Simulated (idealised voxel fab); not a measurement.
process module | voxel quadruple lines
cross-section cut | 290 nm wide | cells 5 nm
A cross-section is a grid of square cells, given in bands from the top down. A band is one or more rows of cells.
Each band's line starts with the height of the band's top and of its bottom, in nm. Then come its materials from left to right, each with its width in nm. One material with "throughout" fills the band from edge to edge. "air" is empty space.
Height 0 is the level under which the wafer as received is all one material. The lowest band goes on downwards, as in "0 down".
A width such as "30 to 40" changes by the same amount from each row of cells to the next, from the band's top row to its bottom row.
"no change" after a step means that no cell of the cross-section changed.
closed voids: empty space of 8 cells or more with no open way to the top, each as width x height at its distance from the left edge, in nm
after a step's settings: what the simulator itself notes on the step
overlay nm, on a step with a mask: how far to the right of its planned place the mask lay; to the left if negative
plan
1 op RECEIVE | material Si
2 op CONFORMAL_DEP | material Al2O3 | thk nm 10
3 op DIRECTIONAL_DEP | material Ru | thk nm 15
4 op DIRECTIONAL_DEP | material polySi | thk nm 20
5 op DIRECTIONAL_DEP | material aC | thk nm 20
6 op PATTERN | tone cover | mask id MANDREL | material resist | width nm 25 | thk nm 30 | overlay nm 0
7 op DIRECTIONAL_ETCH | etch materials aC | depth nm 20
8 op STRIP | etch materials resist
9 op CONFORMAL_DEP | material SiO2 | thk nm 15
10 op DIRECTIONAL_ETCH | etch materials SiO2 | depth nm 15
11 op STRIP | etch materials aC
12 op DIRECTIONAL_ETCH | etch materials polySi | depth nm 20
13 op STRIP | etch materials SiO2
14 op CONFORMAL_DEP | material SiN | thk nm 5
15 op DIRECTIONAL_ETCH | etch materials SiN | depth nm 5
16 op STRIP | etch materials polySi
17 op DIRECTIONAL_ETCH | etch materials Ru | depth nm 15
18 op STRIP | etch materials SiN
19 op FILL_DEP | material lowk | thk nm 5
20 op CMP | height nm 25
first wafer, as planned
as received, after step 1
  0 down: Si throughout
  closed voids: none
after step 2
  10 to 0: Al2O3 throughout
  below 0: unchanged
after step 3
  25 to 10: Ru throughout
  below 10: unchanged
after step 4
  45 to 25: polySi throughout
  below 25: unchanged
after step 5
  65 to 45: aC throughout
  below 45: unchanged
after step 6
  95 to 65: air 130 | resist 25 | air 135
  below 65: unchanged
after step 7
  75 to 65: air 130 | resist 25 | air 135
  65 to 45: air 130 | aC 25 | air 135
  below 45: unchanged
after step 8
  65 to 45: air 130 | aC 25 | air 135
  below 45: unchanged
after step 9
  80 to 65: air 115 | SiO2 55 | air 120
  65 to 60: air 115 | SiO2 15 | aC 25 | SiO2 15 | air 120
  60 to 45: SiO2 130 | aC 25 | SiO2 135
  below 45: unchanged
after step 10
  65 to 45: air 115 | SiO2 15 | aC 25 | SiO2 15 | air 120
  below 45: unchanged
after step 11
  65 to 45: air 115 | SiO2 15 | air 25 | SiO2 15 | air 120
  below 45: unchanged
after step 12
  65 to 45: air 115 | SiO2 15 | air 25 | SiO2 15 | air 120
  45 to 25: air 115 | polySi 15 | air 25 | polySi 15 | air 120
  below 25: unchanged
after step 13
  45 to 25: air 115 | polySi 15 | air 25 | polySi 15 | air 120
  below 25: unchanged
after step 14
  50 to 45: air 110 | SiN 25 | air 15 | SiN 25 | air 115
  45 to 30: air 110 | SiN 5 | polySi 15 | SiN 5 | air 15 | SiN 5 | polySi 15 | SiN 5 | air 115
  30 to 25: SiN 115 | polySi 15 | SiN 25 | polySi 15 | SiN 120
  below 25: unchanged
after step 15
  45 to 25: air 110 | SiN 5 | polySi 15 | SiN 5 | air 15 | SiN 5 | polySi 15 | SiN 5 | air 115
  below 25: unchanged
after step 16
  45 to 25: air 110 | SiN 5 | air 15 | SiN 5 | air 15 | SiN 5 | air 15 | SiN 5 | air 115
  below 25: unchanged
after step 17
  45 to 25: air 110 | SiN 5 | air 15 | SiN 5 | air 15 | SiN 5 | air 15 | SiN 5 | air 115
  25 to 10: air 110 | Ru 5 | air 15 | Ru 5 | air 15 | Ru 5 | air 15 | Ru 5 | air 115
  below 10: unchanged
after step 18
  25 to 10: air 110 | Ru 5 | air 15 | Ru 5 | air 15 | Ru 5 | air 15 | Ru 5 | air 115
  below 10: unchanged
after step 19
  30 to 25: lowk throughout
  25 to 10: lowk 110 | Ru 5 | lowk 15 | Ru 5 | lowk 15 | Ru 5 | lowk 15 | Ru 5 | lowk 115
  below 10: unchanged
after step 20
  25 to 10: lowk 110 | Ru 5 | lowk 15 | Ru 5 | lowk 15 | Ru 5 | lowk 15 | Ru 5 | lowk 115
  below 10: unchanged
second wafer: like start, like plan, one mistake. Through step 14 it matches the first wafer
when step 15 should have ended
  45 to 40: air 115 | polySi 15 | air 25 | polySi 15 | air 120
  40 to 25: air 110 | SiN 5 | polySi 15 | SiN 5 | air 15 | SiN 5 | polySi 15 | SiN 5 | air 115
  below 25: unchanged
when step 16 should have ended
  40 to 25: air 110 | SiN 5 | air 15 | SiN 5 | air 15 | SiN 5 | air 15 | SiN 5 | air 115
  below 25: unchanged
when step 17 should have ended
  40 to 25: air 110 | SiN 5 | air 15 | SiN 5 | air 15 | SiN 5 | air 15 | SiN 5 | air 115
  25 to 10: air 110 | Ru 5 | air 15 | Ru 5 | air 15 | Ru 5 | air 15 | Ru 5 | air 115
  below 10: unchanged
when step 18 should have ended
  25 to 10: air 110 | Ru 5 | air 15 | Ru 5 | air 15 | Ru 5 | air 15 | Ru 5 | air 115
  below 10: unchanged
when step 19 should have ended
  30 to 25: lowk throughout
  25 to 10: lowk 110 | Ru 5 | lowk 15 | Ru 5 | lowk 15 | Ru 5 | lowk 15 | Ru 5 | lowk 115
  below 10: unchanged
when step 20 should have ended
  25 to 10: lowk 110 | Ru 5 | lowk 15 | Ru 5 | lowk 15 | Ru 5 | lowk 15 | Ru 5 | lowk 115
  below 10: unchanged
what went wrong: step 15 was run twice
at the end the two cross-sections are the same: no effect in what this model computes
